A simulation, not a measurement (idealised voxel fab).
process module | voxel capacitor over wiring
cross-section cut | 245 nm wide | cells 5 nm
A cross-section is a grid of square cells, given in bands from the top down. A band is one or more rows of cells.
Each band's line starts with the height of the band's top and of its bottom, in nm. Then come its materials from left to right, each with its width in nm. One material with "throughout" fills the band from edge to edge. "air" is empty space.
Height 0 is the level under which the wafer as received is all one material. The lowest band goes on downwards, as in "0 down".
A width such as "30 to 40" changes by the same amount from each row of cells to the next, from the band's top row to its bottom row.
"no change" after a step means that no cell of the cross-section changed.
closed voids: empty space of 8 cells or more with no open way to the top, each as width x height at its distance from the left edge, in nm
after a step's settings: what the simulator itself notes on the step
overlay nm, on a step with a mask: how far to the right of its planned place the mask lay; to the left if negative
plan
1 op RECEIVE | material Si
2 op CONFORMAL_DEP | material SiO2 | thk nm 10
3 op CONFORMAL_DEP | material SiN | thk nm 5
4 op DIRECTIONAL_DEP | material SiO2 | thk nm 15
5 op PATTERN | tone open | mask id METAL_1 | material resist | width nm 30 | pitch nm 95 | thk nm 20 | overlay nm 0
6 op DIRECTIONAL_ETCH | etch materials SiO2 | depth nm 15
7 op DIRECTIONAL_ETCH | etch materials SiN | depth nm 5
8 op STRIP | etch materials resist
9 op CONFORMAL_DEP | material TiN | thk nm 5
10 op FILL_DEP | material W | thk nm 5
11 op CMP | height nm 30
12 op EPI | material Ru | thk nm 5
13 op FILL_DEP | material SiCN | thk nm 5
14 op DIRECTIONAL_DEP | material lowk | thk nm 20
15 op DIRECTIONAL_DEP | material aC | thk nm 10
16 op PATTERN | tone open | mask id PLUG_1 | material resist | width nm 15 | thk nm 30 | overlay nm 0
17 op DIRECTIONAL_ETCH | etch materials aC | depth nm 10
18 op STRIP | etch materials resist
19 op DIRECTIONAL_ETCH | etch materials lowk | depth nm 20
20 op DIRECTIONAL_ETCH | etch materials SiCN | depth nm 5
21 op STRIP | etch materials aC
22 op EPI | material Ru | thk nm 10
23 op EPI | material Ru | thk nm 10
24 op EPI | material Ru | thk nm 5
25 op DIRECTIONAL_DEP | material TiN | thk nm 5
26 op DIRECTIONAL_DEP | material Al2O3 | thk nm 5
27 op DIRECTIONAL_DEP | material TiN | thk nm 5
28 op PATTERN | tone cover | mask id UPPER_PLATE | material resist | width nm 70 | thk nm 20 | overlay nm 0
29 op DIRECTIONAL_ETCH | etch materials TiN | depth nm 5
30 op DIRECTIONAL_ETCH | etch materials Al2O3 | depth nm 5
31 op STRIP | etch materials resist
32 op DIRECTIONAL_DEP | material aC | thk nm 10
33 op PATTERN | tone cover | mask id LOWER_PLATE | material resist | width nm 80 | thk nm 30 | overlay nm 0
34 op DIRECTIONAL_ETCH | etch materials aC | depth nm 10
35 op STRIP | etch materials resist
36 op DIRECTIONAL_ETCH | etch materials TiN | depth nm 5
37 op STRIP | etch materials aC
38 op FILL_DEP | material SiO2 | thk nm 15
39 op CMP | height nm 85
40 op PATTERN | tone open | mask id PLUG_2 | material resist | width nm 15 | thk nm 15 | overlay nm 0
41 op DIRECTIONAL_ETCH | etch materials SiO2 | depth nm 10
42 op STRIP | etch materials resist
43 op CONFORMAL_DEP | material TiN | thk nm 5
44 op FILL_DEP | material Cu | thk nm 5
45 op CMP | height nm 85
46 op CONFORMAL_DEP | material SiCN | thk nm 5
as received, after step 1
  0 down: Si throughout
  closed voids: none
first wafer at the end, as planned
  90 to 85: SiCN throughout
  85 to 80: SiO2 85 | TiN 5 | Cu 5 | TiN 5 | SiO2 145
  80 to 70: SiO2 85 to 75 | TiN 15 to 70 | SiO2 145 to 100
  70 to 65: SiO2 75 | Al2O3 70 | SiO2 100
  65 to 60: SiO2 70 | TiN 80 | SiO2 95
  60 to 40: lowk 75 | Ru 15 | lowk 155
  40 to 35: SiCN 75 | Ru 15 | SiCN 155
  35 to 30: SiCN 55 | Ru 40 | SiCN 55 | Ru 40 | SiCN 55
  30 to 15: SiO2 60 | TiN 5 | W 20 | TiN 5 | SiO2 65 | TiN 5 | W 20 | TiN 5 | SiO2 60
  15 to 10: SiN 60 | TiN 30 | SiN 65 | TiN 30 | SiN 60
  10 to 0: SiO2 throughout
  0 down: Si throughout
  closed voids: none
second wafer at the end: like start, like plan, one mistake
  90 to 85: SiCN throughout
  85 to 80: SiO2 85 | TiN 5 | Cu 5 | TiN 5 | SiO2 145
  80 to 70: SiO2 85 to 75 | TiN 15 to 70 | SiO2 145 to 100
  70 to 65: SiO2 75 | Al2O3 70 | SiO2 100
  65 to 60: SiO2 70 | TiN 80 | SiO2 95
  60 to 40: lowk 75 | Ru 15 | lowk 155
  40 to 35: SiCN 75 | Ru 15 | SiCN 155
  35 to 30: Ru 65 | SiCN 20 | Ru 75 | SiCN 20 | Ru 65
  30 to 15: W 55 | TiN 5 | SiO2 30 | TiN 5 | W 55 | TiN 5 | SiO2 30 | TiN 5 | W 55
  15 to 10: TiN 60 | SiN 30 | TiN 65 | SiN 30 | TiN 60
  10 to 0: SiO2 throughout
  0 down: Si throughout
  closed voids: none
what went wrong: step 5 ran as: op PATTERN | tone cover | mask id METAL_1 | material resist | width nm 30 | pitch nm 95 | thk nm 20 | overlay nm 0
at the end the second wafer has, in cells: 25 more of Ru | 25 fewer of SiCN | 25 fewer of SiN | 75 fewer of SiO2 | 25 more of TiN | 75 more of W
